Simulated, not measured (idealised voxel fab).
Documented hereafter: the process module known as voxel fin reveal.
250 nm wide, 5 nm square cells: that's cross-section cut.
A cross-section in this document is a grid of square cells, and it is written down as bands, the top band listed before the ones below it; a band is made up of one or more rows of cells.
Within each band entry, the heights of the top and of the bottom of the band appear first, in that order and in nm; the materials of the band then follow from left to right, each with its corresponding width in nm. The designation "everywhere" on a single material indicates that it fills the band from edge to edge; the designation "blank" indicates empty space.
Measure heights from 0. That's the level where, below it, the as-received wafer is all one material. The lowest band is bottomless and extends downward; write it as in "0 nm and below".
Quick explanation for "30 to 40": the width changes in equal steps down the rows of cells, from the first number in the band's top row to the second number in its bottom row.
When a step is marked "no modifications", none of the cells in the cross-section changed during that step.
The entry "Trapped cavities" lists the empty spaces that cover at least 8 cells and have no open path to the top. Each is written as width x height at distance, where the distance is measured from the left edge and all three values are in nm.
Read whatever lies past the settings on a step's line as the simulator's own remark about the step.
overlay nm: for a step with a mask, the amount by which the mask lay right of where it was planned; a negative amount means left of it.
Below is the list of planned process steps
1: RECEIVE,material Si
2: CONFORMAL_DEP,material SiN,thk nm 5
3: DIRECTIONAL_DEP,material aC,thk nm 15
4: PATTERN,tone cover,mask id FINS,material resist,width nm 15,pitch nm 35,thk nm 35,overlay nm -15
5: DIRECTIONAL_ETCH,etch materials aC,depth nm 15
6: STRIP,etch materials resist
7: DIRECTIONAL_ETCH,etch materials SiN,depth nm 5
8: DIRECTIONAL_ETCH,etch materials Si,depth nm 30
9: STRIP,etch materials aC
10: OXIDIZE,depth nm 5
11: FILL_DEP,material SiO2,thk nm 15
12: CMP,height nm 5
13: SELECTIVE_ETCH,etch materials SiO2,depth nm 15
14: STRIP,etch materials SiN
Be aware that, although all wafers share a common starting state, the overlay nm at step 4 differs among them, and the plan displays the first wafer's value.
So this is the first of several wafers, cross-sectioned as it came to us, meaning it's at the end of step 1
	0 nm and below  Si everywhere
	Trapped cavities: none
Heads up, this table goes wafer by wafer. A row tells you, at the end of the module, how many cells of each material that wafer has put on (+) or dropped (-) since it was received, and then its closed voids
overlay nm -15 | -322 Si | +230 SiO2 | Trapped cavities: none
overlay nm -10 | -322 Si | +230 SiO2 | Trapped cavities: none
overlay nm -5 | -322 Si | +230 SiO2 | Trapped cavities: none
overlay nm 0 | -322 Si | +230 SiO2 | Trapped cavities: none
overlay nm 5 | -322 Si | +230 SiO2 | Trapped cavities: none
overlay nm 10 | -322 Si | +230 SiO2 | Trapped cavities: none
overlay nm 15 | -322 Si | +230 SiO2 | Trapped cavities: none
